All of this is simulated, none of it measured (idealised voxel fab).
Proc. module: voxel capacitor over wiring
Displayed cross-section: cut, width of 215 nm, square cells sized 5 nm.
Just so we're on the same page, the cross-sections are grids of square cells, and they're listed out in bands top to bottom, each band one or more rows deep. This entry defines a band. It first specifies the height of the band's top and the height of its bottom in nm, and then specifies the band's materials from left to right, stating each material with its width in nm. The word "throughout" identifies a single material that fills the band from edge to edge, while the word "empty" identifies empty space. Heights are reckoned from 0. Under this level, the received wafer is all of one material. The bottommost band is open-ended downward, for example "from 0 down". Width: "30..40" (first number = top row, second number = bottom row, same change from row to row of cells). When a step is marked "nothing was modified", none of the cells in the cross-section changed during that step. Any empty space of 8 cells or more lacking an open way to the top shows up in "Unvented cavities" as width x height at distance, distance from the left edge, in nm. On a step's line, text after the settings is the simulator commenting on that step. overlay nm: right-of-plan distance of the mask on a masked step; negative values mean left-of-plan.
Process steps foreseen in the plan
1) RECEIVE [material Si]
2) CONFORMAL_DEP [material SiO2] [thk nm 15]
3) CONFORMAL_DEP [material SiN] [thk nm 5]
4) DIRECTIONAL_DEP [material lowk] [thk nm 20]
5) MASKED_ETCH [tone open] [mask id METAL_1] [width nm 25] [pitch nm 95] [etch materials lowk] [depth nm 20] [overlay nm 0]
6) MASKED_ETCH [tone open] [mask id METAL_1] [width nm 25] [pitch nm 95] [etch materials SiN] [depth nm 5] [overlay nm 0]
7) CONFORMAL_DEP [material TiN] [thk nm 5]
8) FILL_DEP [material W] [thk nm 5]
9) CMP [height nm 40]
10) EPI [material Ru] [thk nm 5]
11) FILL_DEP [material SiCN] [thk nm 5]
12) DIRECTIONAL_DEP [material SiO2] [thk nm 10]
13) PATTERN [tone open] [mask id PLUG_1] [material resist] [width nm 15] [thk nm 15] [overlay nm 0]
14) DIRECTIONAL_ETCH [etch materials SiO2] [depth nm 10]
15) DIRECTIONAL_ETCH [etch materials SiCN] [depth nm 5]
16) STRIP [etch materials resist]
17) CONFORMAL_DEP [material TiN] [thk nm 5]
18) FILL_DEP [material Ru] [thk nm 5]
19) CMP [height nm 60]
20) DIRECTIONAL_DEP [material TiN] [thk nm 10]
21) DIRECTIONAL_DEP [material HfO2] [thk nm 5]
22) DIRECTIONAL_DEP [material TiN] [thk nm 10]
23) DIRECTIONAL_DEP [material aC] [thk nm 10]
24) PATTERN [tone cover] [mask id UPPER_PLATE] [material resist] [width nm 75] [thk nm 25] [overlay nm 0]
25) DIRECTIONAL_ETCH [etch materials aC] [depth nm 10]
26) STRIP [etch materials resist]
27) DIRECTIONAL_ETCH [etch materials TiN] [depth nm 10]
28) DIRECTIONAL_ETCH [etch materials HfO2] [depth nm 5]
29) STRIP [etch materials aC]
30) MASKED_ETCH [tone cover] [mask id LOWER_PLATE] [width nm 85] [etch materials TiN] [depth nm 10] [overlay nm 0]
31) FILL_DEP [material SiO2] [thk nm 20]
32) CMP [height nm 100]
33) PATTERN [tone open] [mask id PLUG_2] [material resist] [width nm 15] [thk nm 20] [overlay nm 0]
34) DIRECTIONAL_ETCH [etch materials SiO2] [depth nm 15]
35) STRIP [etch materials resist]
36) CONFORMAL_DEP [material TiN] [thk nm 5]
37) FILL_DEP [material Ru] [thk nm 5]
38) CMP [height nm 100]
39) CONFORMAL_DEP [material SiN] [thk nm 5]
Delivered wafer in cross-section: state after step 1
* from 0 down  Si throughout
* Unvented cavities: none
Wafer cross-section at module end: first of two, run to plan
* from 105 to 100  SiN throughout
* from 100 to 90  SiO2 65 / TiN 5 / Ru 5 / TiN 5 / SiO2 135
* from 90 to 85  SiO2 65 / TiN 15 / SiO2 135
* from 85 to 75  SiO2 55 / TiN 75 / SiO2 85
* from 75 to 70  SiO2 55 / HfO2 75 / SiO2 85
* from 70 to 60  SiO2 50 / TiN 85 / SiO2 80
* from 60 to 50  SiO2 55 / TiN 5 / Ru 5 / TiN 5 / SiO2 145
* from 50 to 45  SiCN 55 / TiN 15 / SiCN 145
* from 45 to 40  SiCN 40 / Ru 35 / SiCN 60 / Ru 35 / SiCN 45
* from 40 to 20  lowk 45 / TiN 5 / W 15 / TiN 5 / lowk 70 / TiN 5 / W 15 / TiN 5 / lowk 50
* from 20 to 15  SiN 45 / TiN 25 / SiN 70 / TiN 25 / SiN 50
* from 15 to 0  SiO2 throughout
* from 0 down  Si throughout
* Unvented cavities: none
Wafer two, end of module, cross-section. Same start, same plan as wafer one. One mistake in the run
* from 105 to 100  SiN throughout
* from 100 to 90  SiO2 65 / TiN 5 / Ru 5 / TiN 5 / SiO2 135
* from 90 to 85  SiO2 65 / TiN 15 / SiO2 135
* from 85 to 75  SiO2 55 / TiN 75 / SiO2 85
* from 75 to 70  SiO2 55 / HfO2 75 / SiO2 85
* from 70 to 60  SiO2 50 / TiN 85 / SiO2 80
* from 60 to 50  SiO2 55 / TiN 5 / Ru 5 / TiN 5 / SiO2 145
* from 50 to 45  SiCN 55 / TiN 15 / SiCN 145
* from 45 to 40  Ru 50 / SiCN 15 / Ru 80 / SiCN 15 / Ru 55
* from 40 to 25  W 40 / TiN 5 / lowk 25 / TiN 5 / W 60 / TiN 5 / lowk 25 / TiN 5 / W 45
* from 25 to 20  TiN 45 / lowk 25 / TiN 70 / lowk 25 / TiN 50
* from 20 to 15  SiN throughout
* from 15 to 0  SiO2 throughout
* from 0 down  Si throughout
* Unvented cavities: none
Want to know what went wrong? step 5 was processed under conditions differing from the plan, specifically as MASKED_ETCH [tone cover] [mask id METAL_1] [width nm 25] [pitch nm 95] [etch materials lowk] [depth nm 20] [overlay nm 0]
FYI, end of process, the second wafer has more or fewer cells of some materials than the first: Ru: 23 more | SiCN: 23 fewer | SiN: 10 more | TiN: 19 more | W: 63 more | lowk: 92 fewer
